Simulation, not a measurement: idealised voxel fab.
process module | voxel double patterning
cross-section cut | 295 nm wide | cells 5 nm
A cross-section is a grid of square cells, given in bands from the top down. A band is one or more rows of cells.
Each band's line starts with the height of the band's top and of its bottom, in nm. Then come its materials from left to right, each with its width in nm. One material with "throughout" fills the band from edge to edge. "air" is empty space.
Height 0 is the level under which the wafer as received is all one material. The lowest band goes on downwards, as in "0 down".
A width such as "30 to 40" changes by the same amount from each row of cells to the next, from the band's top row to its bottom row.
"no change" after a step means that no cell of the cross-section changed.
closed voids: empty space of 8 cells or more with no open way to the top, each as width x height at its distance from the left edge, in nm
after a step's settings: what the simulator itself notes on the step
overlay nm, on a step with a mask: how far to the right of its planned place the mask lay; to the left if negative
plan
1 op RECEIVE | material Si
2 op CONFORMAL_DEP | material SiO2 | thk nm 10
3 op DIRECTIONAL_DEP | material polySi | thk nm 15
4 op DIRECTIONAL_DEP | material SiCN | thk nm 10
5 op MASKED_ETCH | tone open | mask id FIRST | width nm 15 | pitch nm 50 | etch materials SiCN | depth nm 10 | overlay nm 0
6 op DIRECTIONAL_DEP | material aC | thk nm 15
7 op PATTERN | tone open | mask id SECOND | material resist | width nm 15 | pitch nm 50 | thk nm 35 | overlay nm -15
8 op DIRECTIONAL_ETCH | etch materials aC | depth nm 15
9 op STRIP | etch materials resist
10 op DIRECTIONAL_ETCH | etch materials SiCN | depth nm 10
11 op STRIP | etch materials aC
12 op DIRECTIONAL_ETCH | etch materials polySi | depth nm 15
13 op STRIP | etch materials SiCN
varied across the wafers: overlay nm of step 7. The plan shows the first wafer's value. All wafers start alike
first wafer as received, after step 1
  0 down: Si throughout
  closed voids: none
first wafer at the end, after step 13
  25 to 10: polySi 90 | air 25 | polySi 25 | air 25 | polySi 25 | air 15 | polySi 90
  10 to 0: SiO2 throughout
  0 down: Si throughout
  closed voids: none
last wafer at the end
  25 to 10: polySi 90 | air 15 | polySi 25 | air 25 | polySi 25 | air 25 | polySi 90
  10 to 0: SiO2 throughout
  0 down: Si throughout
  closed voids: none
each wafer at the end: cells of each material gained (+) or lost (-) since it was received, then its closed voids
overlay nm -15 | +118 SiO2 | +138 polySi | closed voids: none
overlay nm -10 | +118 SiO2 | +132 polySi | closed voids: none
overlay nm -5 | +118 SiO2 | +132 polySi | closed voids: none
overlay nm 0 | +118 SiO2 | +132 polySi | closed voids: none
overlay nm 5 | +118 SiO2 | +132 polySi | closed voids: none
overlay nm 10 | +118 SiO2 | +132 polySi | closed voids: none
overlay nm 15 | +118 SiO2 | +138 polySi | closed voids: none
